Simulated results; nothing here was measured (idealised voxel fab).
Proc. module: voxel plated lines
This is section cut - it's 240 nm across, gridded in 5 nm square cells.
Square cells in a grid make up a cross-section in this document, and the grid is given as bands, listed from the top down, each one or more rows of cells.
Heads up on the band format: heights come first, top then bottom, in nm. After that it's the materials left to right, each with its width in nm. A single material flagged "full width" fills the whole band edge to edge, and "blank" means there's empty space there.
Zero point of the height axis is 0; under it, received wafer = one material. Lowest band: continues down indefinitely, "z 0 and below".
Think of "30 to 40" as a width that walks from the first number to the second as you go down the band, top row to bottom row, taking equal-sized steps from row to row.
Step marked "no alterations made"? Then no cell in the cross-section changed in it.
Listed in "Internal closed voids": every empty space of 8 or more cells without an open way to the top. Form: width x height at distance, the distance being from the left edge, all in nm.
Post-settings text on a step line: simulator's own remark regarding the step.
A step's line can hold "overlay nm"; with a mask on that step, the setting says how far right of the planned place the mask lay, while a negative setting says it lay to the left.

The process steps that were planned are listed below
- 1: RECEIVE with material Si
- 2: CONFORMAL_DEP with material SiO2, thk nm 5
- 3: DIRECTIONAL_DEP with material TiN, thk nm 5
- 4: PATTERN with tone open, mask id LINES, material resist, width nm 25, pitch nm 50, thk nm 25, overlay nm 0
- 5: EPI with material Ru, thk nm 5
- 6: EPI with material Ru, thk nm 10
- 7: STRIP with etch materials resist
- 8: DIRECTIONAL_ETCH with etch materials TiN, depth nm 5
- 9: CONFORMAL_DEP with material SiCN, thk nm 5

As received (post step 1): cross-section
* z 0 and below | Si full width
* Internal closed voids: none

a wafer at the end: this start, this plan, one mistake
* z 40 to 35 | blank (50) / SiCN (35) / blank (15) / SiCN (35) / blank (15) / SiCN (35) / blank (55)
* z 35 to 20 | blank (50) / SiCN (5) / Ru (25) / SiCN (5) / blank (15) / SiCN (5) / Ru (25) / SiCN (5) / blank (15) / SiCN (5) / Ru (25) / SiCN (5) / blank (55)
* z 20 to 15 | SiCN (55) / TiN (25) / SiCN (25) / TiN (25) / SiCN (25) / TiN (25) / SiCN (60)
* z 15 to 0 | SiO2 full width
* z 0 and below | Si full width
* Internal closed voids: none
Which mistake was made when the wafer was run? for step 2, the planned setting was not used; the step was instead run as CONFORMAL_DEP with material SiO2, thk nm 15
